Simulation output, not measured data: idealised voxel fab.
process module | voxel transistor to metal
cross-section cut | 290 nm wide | cells 5 nm
A cross-section is a grid of square cells, given in bands from the top down. A band is one or more rows of cells.
Each band's line starts with the height of the band's top and of its bottom, in nm. Then come its materials from left to right, each with its width in nm. One material with "throughout" fills the band from edge to edge. "air" is empty space.
Height 0 is the level under which the wafer as received is all one material. The lowest band goes on downwards, as in "0 down".
A width such as "30 to 40" changes by the same amount from each row of cells to the next, from the band's top row to its bottom row.
"no change" after a step means that no cell of the cross-section changed.
closed voids: empty space of 8 cells or more with no open way to the top, each as width x height at its distance from the left edge, in nm
after a step's settings: what the simulator itself notes on the step
overlay nm, on a step with a mask: how far to the right of its planned place the mask lay; to the left if negative
plan
1 op RECEIVE | material Si
2 op CONFORMAL_DEP | material SiO2 | thk nm 5
3 op CONFORMAL_DEP | material SiN | thk nm 10
4 op PATTERN | tone cover | mask id ACTIVE | material resist | width nm 105 | pitch nm 130 | thk nm 15 | overlay nm 0
5 op DIRECTIONAL_ETCH | etch materials SiN | depth nm 10
6 op DIRECTIONAL_ETCH | etch materials SiO2 | depth nm 5
7 op DIRECTIONAL_ETCH | etch materials Si | depth nm 20
8 op STRIP | etch materials resist
9 op FILL_DEP | material SiO2 | thk nm 10
10 op CMP | height nm 15
11 op SELECTIVE_ETCH | etch materials SiO2 | depth nm 10
12 op STRIP | etch materials SiN
13 op SELECTIVE_ETCH | etch materials SiO2 | depth nm 5
14 op OXIDIZE | depth nm 5
15 op DIRECTIONAL_DEP | material polySi | thk nm 20
16 op DIRECTIONAL_DEP | material SiCN | thk nm 15
17 op DIRECTIONAL_DEP | material aC | thk nm 10
18 op PATTERN | tone cover | mask id GATE | material resist | width nm 25 | pitch nm 130 | thk nm 30 | overlay nm 0
19 op DIRECTIONAL_ETCH | etch materials aC | depth nm 10
20 op STRIP | etch materials resist
21 op DIRECTIONAL_ETCH | etch materials SiCN | depth nm 25
22 op DIRECTIONAL_ETCH | etch materials polySi | depth nm 30
23 op STRIP | etch materials aC
24 op CONFORMAL_DEP | material SiO2 | thk nm 5
25 op DIRECTIONAL_ETCH | etch materials SiO2 | depth nm 5
26 op CONFORMAL_DEP | material SiN | thk nm 5
27 op DIRECTIONAL_ETCH | etch materials SiN | depth nm 5
28 op DIRECTIONAL_ETCH | etch materials SiO2 | depth nm 5
29 op EPI | material SiGe | thk nm 5
30 op FILL_DEP | material SiO2 | thk nm 10
31 op CMP | height nm 20
32 op STRIP | etch materials polySi
33 op SELECTIVE_ETCH | etch materials SiO2 | depth nm 5
34 op CONFORMAL_DEP | material HfO2 | thk nm 5
35 op CONFORMAL_DEP | material TiN | thk nm 5
36 op FILL_DEP | material W | thk nm 10
37 op CMP | height nm 15
38 op DIRECTIONAL_DEP | material SiO2 | thk nm 10
39 op DIRECTIONAL_DEP | material aC | thk nm 15
40 op PATTERN | tone open | mask id CONTACT | material resist | width nm 15 | thk nm 30 | overlay nm 0
41 op DIRECTIONAL_ETCH | etch materials aC | depth nm 15
42 op STRIP | etch materials resist
43 op DIRECTIONAL_ETCH | etch materials SiO2 | depth nm 25
44 op STRIP | etch materials aC
45 op CONFORMAL_DEP | material TiN | thk nm 5
46 op FILL_DEP | material Ru | thk nm 10
47 op CMP | height nm 25
48 op CONFORMAL_DEP | material SiN | thk nm 5
49 op DIRECTIONAL_DEP | material SiO2 | thk nm 20
50 op MASKED_ETCH | tone open | mask id METAL_1 | width nm 15 | etch materials SiO2 | depth nm 20 | overlay nm 0
51 op MASKED_ETCH | tone open | mask id METAL_1 | width nm 15 | etch materials SiN | depth nm 5 | overlay nm 0
52 op CONFORMAL_DEP | material TiN | thk nm 5
53 op FILL_DEP | material Cu | thk nm 10
54 op CMP | height nm 50
55 op CONFORMAL_DEP | material SiCN | thk nm 5
56 op DIRECTIONAL_DEP | material lowk | thk nm 25
57 op MASKED_ETCH | tone open | mask id METAL_2 | width nm 15 | pitch nm 130 | etch materials lowk | depth nm 15 | overlay nm 0
58 op MASKED_ETCH | tone open | mask id METAL_2_HOLES | width nm 15 | pitch nm 130 | etch materials lowk | depth nm 10 | overlay nm 0
59 op MASKED_ETCH | tone open | mask id METAL_2_HOLES | width nm 15 | pitch nm 130 | etch materials SiCN | depth nm 5 | overlay nm 0
60 op CONFORMAL_DEP | material TiN | thk nm 5
61 op FILL_DEP | material Cu | thk nm 10
62 op CMP | height nm 80
63 op CONFORMAL_DEP | material SiCN | thk nm 5
as received, after step 1
  0 down: Si throughout
  closed voids: none
a wafer at the end: this start, this plan, one mistake
  85 to 80: SiCN throughout
  80 to 55: lowk 35 | TiN 5 | Cu 5 | TiN 5 | lowk 115 | TiN 5 | Cu 5 | TiN 5 | lowk 110
  55 to 50: SiCN 35 | TiN 15 | SiCN 115 | TiN 15 | SiCN 110
  50 to 30: SiO2 35 | TiN 5 | Cu 5 | TiN 5 | SiO2 55 | TiN 5 | Cu 5 | TiN 5 | SiO2 45 | TiN 5 | Cu 5 | TiN 5 | SiO2 55 | TiN 5 | Cu 5 | TiN 5 | SiO2 40
  30 to 25: SiN 35 | TiN 15 | SiN 55 | TiN 15 | SiN 45 | TiN 15 | SiN 55 | TiN 15 | SiN 40
  25 to 15: SiO2 35 | TiN 5 | Ru 5 | TiN 5 | SiO2 55 | TiN 5 | Ru 5 | TiN 5 | SiO2 45 | TiN 5 | Ru 5 | TiN 5 | SiO2 55 | TiN 5 | Ru 5 | TiN 5 | SiO2 40
  15 to 5: SiO2 35 | TiN 5 | Ru 5 | TiN 5 | SiO2 5 | SiN 5 | HfO2 5 | TiN 5 | W 15 | TiN 5 | HfO2 5 | SiN 5 | SiO2 5 | TiN 5 | Ru 5 | TiN 5 | SiO2 45 | TiN 5 | Ru 5 | TiN 5 | SiO2 5 | SiN 5 | HfO2 5 | TiN 5 | W 15 | TiN 5 | HfO2 5 | SiN 5 | SiO2 5 | TiN 5 | Ru 5 | TiN 5 | SiO2 40
  5 to 0: SiO2 35 | TiN 15 | SiO2 5 | SiN 5 | HfO2 5 | TiN 25 | HfO2 5 | SiN 5 | SiO2 5 | TiN 15 | SiO2 45 | TiN 15 | SiO2 5 | SiN 5 | HfO2 5 | TiN 25 | HfO2 5 | SiN 5 | SiO2 5 | TiN 15 | SiO2 40
  0 to -5: SiGe 30 | SiO2 30 | HfO2 35 | SiO2 30 | SiGe 35 | SiO2 30 | HfO2 35 | SiO2 30 | SiGe 35
  -5 to -20: Si 25 | SiO2 105 | Si 25 | SiO2 105 | Si 30
  -20 down: Si throughout
  closed voids: none
what went wrong: step 4 ran as: op PATTERN | tone open | mask id ACTIVE | material resist | width nm 105 | pitch nm 130 | thk nm 15 | overlay nm 0
